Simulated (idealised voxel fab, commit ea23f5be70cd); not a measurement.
The process module that follows is named voxel self aligned vias.
Section shown: cut. Width: 295 nm. Cell size: 5 nm, square.
Throughout this document, each cross-section is represented as a grid of square cells and is presented as a sequence of bands enumerated from the top downward, where a band comprises one or more rows of cells. A band entry consists of two parts. The first gives the height of the band's top and the height of its bottom, in nm. The rest lists the band's materials from left to right, each with its width in nm. A single material labelled with the word "all across" fills the band from edge to edge, and the word "blank" marks empty space. The level at which height equals 0 is the one under which the wafer, as it arrives, is entirely one material. No lower edge exists for the bottom band, which continues downward and is notated as in "0 and below". The two numbers in a width such as "30->40" mark its ends across the band: the first belongs to the top row of cells, the second to the bottom row, and from each row to the next the width moves by the same amount. Basically "remains unaltered" means that step didn't change any cell in the cross-section. Enclosed voids (no open way to top), threshold 8 cells or more, entry "Entrapped voids", notation width x height at distance, distance from left edge, nm. Text after the settings on a step's line: the simulator's own remark on that step. The line of a step may include "overlay nm". On a step with a mask, this value is how far to the right of its planned place the mask lay. A negative value means the mask lay to the left.

Process steps foreseen in the plan:
step 1: op RECEIVE | material Si
step 2: op CONFORMAL_DEP | material SiO2 | thk nm 10
step 3: op CONFORMAL_DEP | material SiCN | thk nm 5
step 4: op DIRECTIONAL_DEP | material lowk | thk nm 30
step 5: op DIRECTIONAL_DEP | material aC | thk nm 10
step 6: op PATTERN | tone open | mask id LINES | material resist | width nm 20 | pitch nm 55 | thk nm 25 | overlay nm 0
step 7: op DIRECTIONAL_ETCH | etch materials aC | depth nm 10
step 8: op STRIP | etch materials resist
step 9: op DIRECTIONAL_ETCH | etch materials lowk | depth nm 30
step 10: op STRIP | etch materials aC
step 11: op CONFORMAL_DEP | material TiN | thk nm 5
step 12: op FILL_DEP | material Ru | thk nm 5
step 13: op CMP | height nm 45
step 14: op SELECTIVE_ETCH | etch materials W Ru TiN | depth nm 5
step 15: op FILL_DEP | material SiN | thk nm 5
step 16: op CMP | height nm 45
step 17: op DIRECTIONAL_DEP | material lowk | thk nm 15
step 18: op DIRECTIONAL_DEP | material aC | thk nm 15
step 19: op PATTERN | tone open | mask id VIAS | material resist | width nm 30 | thk nm 30 | overlay nm 0
step 20: op DIRECTIONAL_ETCH | etch materials aC | depth nm 15
step 21: op STRIP | etch materials resist
step 22: op DIRECTIONAL_ETCH | etch materials lowk | depth nm 15
step 23: op DIRECTIONAL_ETCH | etch materials SiN | depth nm 5
step 24: op STRIP | etch materials aC
step 25: op CONFORMAL_DEP | material TiN | thk nm 5
step 26: op FILL_DEP | material Cu | thk nm 5
step 27: op CMP | height nm 60
step 28: op CONFORMAL_DEP | material SiN | thk nm 5

Incoming wafer, cross-sectional view, post step 1:
  0 and below  Si all across
  Entrapped voids: none

Final cross-section, module run with one mistake (start and plan as above):
  65 down to 60  SiN all across
  60 down to 45  lowk 105 | TiN 5 | Cu 20 | TiN 5 | lowk 160
  45 down to 40  lowk 105 | TiN 30 | lowk 30 | SiN 20 | lowk 110
  40 down to 30  lowk 105 | TiN 10 | Ru 10 | TiN 10 | lowk 30 | TiN 5 | Ru 10 | TiN 5 | lowk 110
  30 down to 20  lowk 110 | TiN 5 | Ru 10 | TiN 5 | lowk 35 | TiN 5 | Ru 10 | TiN 5 | lowk 110
  20 down to 15  lowk 110 | TiN 20 | lowk 35 | TiN 20 | lowk 110
  15 down to 10  SiCN all across
  10 down to 0  SiO2 all across
  0 and below  Si all across
  Entrapped voids: none
Heads up, the wafer didn't run the way we planned it: the plan's step 22 ran twice
